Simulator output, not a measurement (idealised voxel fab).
process module | voxel wiring stack
Pictured: cross-section cut, 180 nm wide, on a grid of 5 nm square cells.
Reading order for cross-sections: top band down to bottom band. Underlying form: a grid of square cells. Band size: one or more rows of cells. Each band's line starts with the height of the band's top and of its bottom, in nm. Then come its materials from left to right, each with its width in nm. One material with "edge to edge" fills the band from edge to edge. "blank" is empty space. Height 0 is the level under which the wafer as received is all one material. The lowest band goes on downwards, as in "0 -> down". When a width is written as two numbers, as in "30->40", the first number is the width in the top row of cells of the band and the second is the width in its bottom row, and the width changes by the same amount from each row to the next. What does "no modification" mean for a step? It means no cell of the cross-section changed in that step. Any empty space of 8 cells or more lacking an open way to the top shows up in "Internal closed voids" as width x height at distance, distance from the left edge, in nm. Read whatever lies past the settings on a step's line as the simulator's own remark about the step. overlay nm: mask right of planned place by this much (step with mask). Neg. = left.

### Process steps foreseen in the plan
1 RECEIVE,material Si
2 CONFORMAL_DEP,material SiO2,thk nm 10
3 CONFORMAL_DEP,material SiN,thk nm 5
4 DIRECTIONAL_DEP,material SiO2,thk nm 25
5 PATTERN,tone open,mask id METAL_1,material resist,width nm 30,pitch nm 60,thk nm 20,overlay nm 0
6 DIRECTIONAL_ETCH,etch materials SiO2,depth nm 25
7 DIRECTIONAL_ETCH,etch materials SiN,depth nm 5
8 STRIP,etch materials resist
9 CONFORMAL_DEP,material TiN,thk nm 5
10 FILL_DEP,material W,thk nm 5
11 CMP,height nm 40
12 CONFORMAL_DEP,material SiCN,thk nm 5
13 DIRECTIONAL_DEP,material SiO2,thk nm 10
14 MASKED_ETCH,tone open,mask id PLUG_1,width nm 15,etch materials SiO2,depth nm 10,overlay nm 0
15 MASKED_ETCH,tone open,mask id PLUG_1,width nm 15,etch materials SiCN,depth nm 5,overlay nm 0
16 CONFORMAL_DEP,material TiN,thk nm 5
17 FILL_DEP,material Cu,thk nm 5
18 CMP,height nm 55
19 DIRECTIONAL_DEP,material TiN,thk nm 5
20 DIRECTIONAL_DEP,material Ru,thk nm 25
21 PATTERN,tone cover,mask id METAL_2,material resist,width nm 30,pitch nm 60,thk nm 15,overlay nm 0
22 DIRECTIONAL_ETCH,etch materials Ru,depth nm 25
23 DIRECTIONAL_ETCH,etch materials TiN,depth nm 5
24 STRIP,etch materials resist
25 CONFORMAL_DEP,material SiCN,thk nm 5
26 FILL_DEP,material SiO2,thk nm 10
27 CMP,height nm 85
28 CONFORMAL_DEP,material SiCN,thk nm 5
29 DIRECTIONAL_DEP,material SiO2,thk nm 30
30 DIRECTIONAL_DEP,material aC,thk nm 10
31 PATTERN,tone open,mask id METAL_3_HOLES,material resist,width nm 15,pitch nm 60,thk nm 30,overlay nm 0
32 DIRECTIONAL_ETCH,etch materials aC,depth nm 10
33 STRIP,etch materials resist
34 DIRECTIONAL_ETCH,etch materials SiO2,depth nm 30
35 STRIP,etch materials aC
36 PATTERN,tone open,mask id METAL_3,material resist,width nm 30,pitch nm 60,thk nm 15,overlay nm 0
37 DIRECTIONAL_ETCH,etch materials SiO2,depth nm 20
38 DIRECTIONAL_ETCH,etch materials SiCN,depth nm 5
39 STRIP,etch materials resist
40 CONFORMAL_DEP,material TiN,thk nm 5
41 FILL_DEP,material Cu,thk nm 10
42 CMP,height nm 120
43 CONFORMAL_DEP,material SiN,thk nm 5

### This is the cross-section of the wafer as we received it, i.e. after step 1
	0 -> down  Si edge to edge
	Internal closed voids: none

### End-of-module XS, first of two wafers, run as planned
	125 -> 120  SiN edge to edge
	120 -> 105  SiO2=45 / TiN=5 / Cu=20 / TiN=5 / SiO2=30 / TiN=5 / Cu=20 / TiN=5 / SiO2=45
	105 -> 100  SiO2=45 / TiN=5 / Cu=5 / TiN=20 / SiO2=30 / TiN=5 / Cu=5 / TiN=20 / SiO2=45
	100 -> 90  SiO2=45 / TiN=5 / Cu=5 / TiN=5 / SiO2=45 / TiN=5 / Cu=5 / TiN=5 / SiO2=60
	90 -> 85  SiCN=45 / TiN=15 / SiCN=45 / TiN=15 / SiCN=60
	85 -> 60  SiO2=40 / SiCN=5 / Ru=30 / SiCN=5 / SiO2=20 / SiCN=5 / Ru=30 / SiCN=5 / SiO2=40
	60 -> 55  SiCN=45 / TiN=30 / SiCN=30 / TiN=30 / SiCN=45
	55 -> 45  SiO2=45 / TiN=5 / Cu=5 / TiN=5 / SiO2=120
	45 -> 40  SiCN=45 / TiN=15 / SiCN=120
	40 -> 15  SiO2=45 / TiN=5 / W=20 / TiN=5 / SiO2=30 / TiN=5 / W=20 / TiN=5 / SiO2=45
	15 -> 10  SiN=45 / TiN=30 / SiN=30 / TiN=30 / SiN=45
	10 -> 0  SiO2 edge to edge
	0 -> down  Si edge to edge
	Internal closed voids: none

### This is the second of the two wafers, cross-sectioned at the end of the module; it started exactly like the first and was given the same plan, but it was run with one mistake
	125 -> 120  SiN edge to edge
	120 -> 105  SiO2=45 / TiN=5 / Cu=5 / TiN=5 / SiO2=45 / TiN=5 / Cu=5 / TiN=5 / SiO2=60
	105 -> 100  SiO2=45 / TiN=15 / SiO2=45 / TiN=15 / SiO2=60
	100 -> 90  SiO2 edge to edge
	90 -> 85  SiCN edge to edge
	85 -> 60  SiO2=40 / SiCN=5 / Ru=30 / SiCN=5 / SiO2=20 / SiCN=5 / Ru=30 / SiCN=5 / SiO2=40
	60 -> 55  SiCN=45 / TiN=30 / SiCN=30 / TiN=30 / SiCN=45
	55 -> 45  SiO2=45 / TiN=5 / Cu=5 / TiN=5 / SiO2=120
	45 -> 40  SiCN=45 / TiN=15 / SiCN=120
	40 -> 15  SiO2=45 / TiN=5 / W=20 / TiN=5 / SiO2=30 / TiN=5 / W=20 / TiN=5 / SiO2=45
	15 -> 10  SiN=45 / TiN=30 / SiN=30 / TiN=30 / SiN=45
	10 -> 0  SiO2 edge to edge
	0 -> down  Si edge to edge
	Internal closed voids: none
Plan not followed: twice over, step 29 of the plan was run
Bottom line after processing is that, in cells, the second wafer is up or down on some materials versus the first: Cu: 24 fewer, SiCN: 6 more, SiO2: 36 more, TiN: 18 fewer
